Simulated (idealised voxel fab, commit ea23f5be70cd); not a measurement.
process module | voxel trench capacitor
cross-section cut | 255 nm wide | cells 5 nm
A cross-section is a grid of square cells, given in bands from the top down. A band is one or more rows of cells.
Each band's line starts with the height of the band's top and of its bottom, in nm. Then come its materials from left to right, each with its width in nm. One material with "throughout" fills the band from edge to edge. "air" is empty space.
Height 0 is the level under which the wafer as received is all one material. The lowest band goes on downwards, as in "0 down".
A width such as "30 to 40" changes by the same amount from each row of cells to the next, from the band's top row to its bottom row.
"no change" after a step means that no cell of the cross-section changed.
closed voids: empty space of 8 cells or more with no open way to the top, each as width x height at its distance from the left edge, in nm
after a step's settings: what the simulator itself notes on the step
overlay nm, on a step with a mask: how far to the right of its planned place the mask lay; to the left if negative
plan
1 op RECEIVE | material Si
2 op CONFORMAL_DEP | material SiN | thk nm 10
3 op DIRECTIONAL_DEP | material aC | thk nm 10
4 op PATTERN | tone open | mask id TRENCH | material resist | width nm 30 | pitch nm 55 | thk nm 25 | overlay nm 0
5 op DIRECTIONAL_ETCH | etch materials aC | depth nm 10
6 op STRIP | etch materials resist
7 op DIRECTIONAL_ETCH | etch materials SiN | depth nm 10
8 op DIRECTIONAL_ETCH | etch materials Si | depth nm 40
9 op STRIP | etch materials aC
10 op CONFORMAL_DEP | material Al2O3 | thk nm 5
11 op CONFORMAL_DEP | material TiN | thk nm 5
12 op FILL_DEP | material W | thk nm 5
13 op CMP | height nm 10
first wafer, as planned
as received, after step 1
  0 down: Si throughout
  closed voids: none
after step 2
  10 to 0: SiN throughout
  below 0: unchanged
after step 3
  20 to 10: aC throughout
  below 10: unchanged
after step 4
  45 to 20: resist 85 | air 30 | resist 25 | air 30 | resist 85
  below 20: unchanged
after step 5
  35 to 20: resist 85 | air 30 | resist 25 | air 30 | resist 85
  20 to 10: aC 85 | air 30 | aC 25 | air 30 | aC 85
  below 10: unchanged
after step 6
  20 to 10: aC 85 | air 30 | aC 25 | air 30 | aC 85
  below 10: unchanged
after step 7
  20 to 10: aC 85 | air 30 | aC 25 | air 30 | aC 85
  10 to 0: SiN 85 | air 30 | SiN 25 | air 30 | SiN 85
  below 0: unchanged
after step 8
  20 to 10: aC 85 | air 30 | aC 25 | air 30 | aC 85
  10 to 0: SiN 85 | air 30 | SiN 25 | air 30 | SiN 85
  0 to -40: Si 85 | air 30 | Si 25 | air 30 | Si 85
  below -40: unchanged
after step 9
  10 to 0: SiN 85 | air 30 | SiN 25 | air 30 | SiN 85
  below 0: unchanged
after step 10
  15 to 10: Al2O3 90 | air 20 | Al2O3 35 | air 20 | Al2O3 90
  10 to 0: SiN 85 | Al2O3 5 | air 20 | Al2O3 5 | SiN 25 | Al2O3 5 | air 20 | Al2O3 5 | SiN 85
  0 to -35: Si 85 | Al2O3 5 | air 20 | Al2O3 5 | Si 25 | Al2O3 5 | air 20 | Al2O3 5 | Si 85
  -35 to -40: Si 85 | Al2O3 30 | Si 25 | Al2O3 30 | Si 85
  below -40: unchanged
after step 11
  20 to 15: TiN 95 | air 10 | TiN 45 | air 10 | TiN 95
  15 to 10: Al2O3 90 | TiN 5 | air 10 | TiN 5 | Al2O3 35 | TiN 5 | air 10 | TiN 5 | Al2O3 90
  10 to 0: SiN 85 | Al2O3 5 | TiN 5 | air 10 | TiN 5 | Al2O3 5 | SiN 25 | Al2O3 5 | TiN 5 | air 10 | TiN 5 | Al2O3 5 | SiN 85
  0 to -30: Si 85 | Al2O3 5 | TiN 5 | air 10 | TiN 5 | Al2O3 5 | Si 25 | Al2O3 5 | TiN 5 | air 10 | TiN 5 | Al2O3 5 | Si 85
  -30 to -35: Si 85 | Al2O3 5 | TiN 20 | Al2O3 5 | Si 25 | Al2O3 5 | TiN 20 | Al2O3 5 | Si 85
  below -35: unchanged
after step 12
  25 to 20: W throughout
  20 to 15: TiN 95 | W 10 | TiN 45 | W 10 | TiN 95
  15 to 10: Al2O3 90 | TiN 5 | W 10 | TiN 5 | Al2O3 35 | TiN 5 | W 10 | TiN 5 | Al2O3 90
  10 to 0: SiN 85 | Al2O3 5 | TiN 5 | W 10 | TiN 5 | Al2O3 5 | SiN 25 | Al2O3 5 | TiN 5 | W 10 | TiN 5 | Al2O3 5 | SiN 85
  0 to -30: Si 85 | Al2O3 5 | TiN 5 | W 10 | TiN 5 | Al2O3 5 | Si 25 | Al2O3 5 | TiN 5 | W 10 | TiN 5 | Al2O3 5 | Si 85
  below -30: unchanged
after step 13
  10 to 0: SiN 85 | Al2O3 5 | TiN 5 | W 10 | TiN 5 | Al2O3 5 | SiN 25 | Al2O3 5 | TiN 5 | W 10 | TiN 5 | Al2O3 5 | SiN 85
  below 0: unchanged
second wafer: like start, like plan, one mistake. Through step 1 it matches the first wafer
when step 2 should have ended
  10 to 0: W throughout
  below 0: unchanged
when step 3 should have ended
  20 to 10: aC throughout
  below 10: unchanged
when step 4 should have ended
  45 to 20: resist 85 | air 30 | resist 25 | air 30 | resist 85
  below 20: unchanged
when step 5 should have ended
  35 to 20: resist 85 | air 30 | resist 25 | air 30 | resist 85
  20 to 10: aC 85 | air 30 | aC 25 | air 30 | aC 85
  below 10: unchanged
when step 6 should have ended
  20 to 10: aC 85 | air 30 | aC 25 | air 30 | aC 85
  below 10: unchanged
when step 7 should have ended: no change
when step 8 should have ended: no change
when step 9 should have ended
  10 to 0: W throughout
  below 0: unchanged
when step 10 should have ended
  15 to 10: Al2O3 throughout
  below 10: unchanged
when step 11 should have ended
  20 to 15: TiN throughout
  below 15: unchanged
when step 12 should have ended
  25 to 20: W throughout
  below 20: unchanged
when step 13 should have ended
  10 to 0: W throughout
  below 0: unchanged
what went wrong: step 2 ran as: op CONFORMAL_DEP | material W | thk nm 10
at the end the second wafer has, in cells: 48 fewer of Al2O3 | 96 more of Si | 78 fewer of SiN | 40 fewer of TiN | 70 more of W
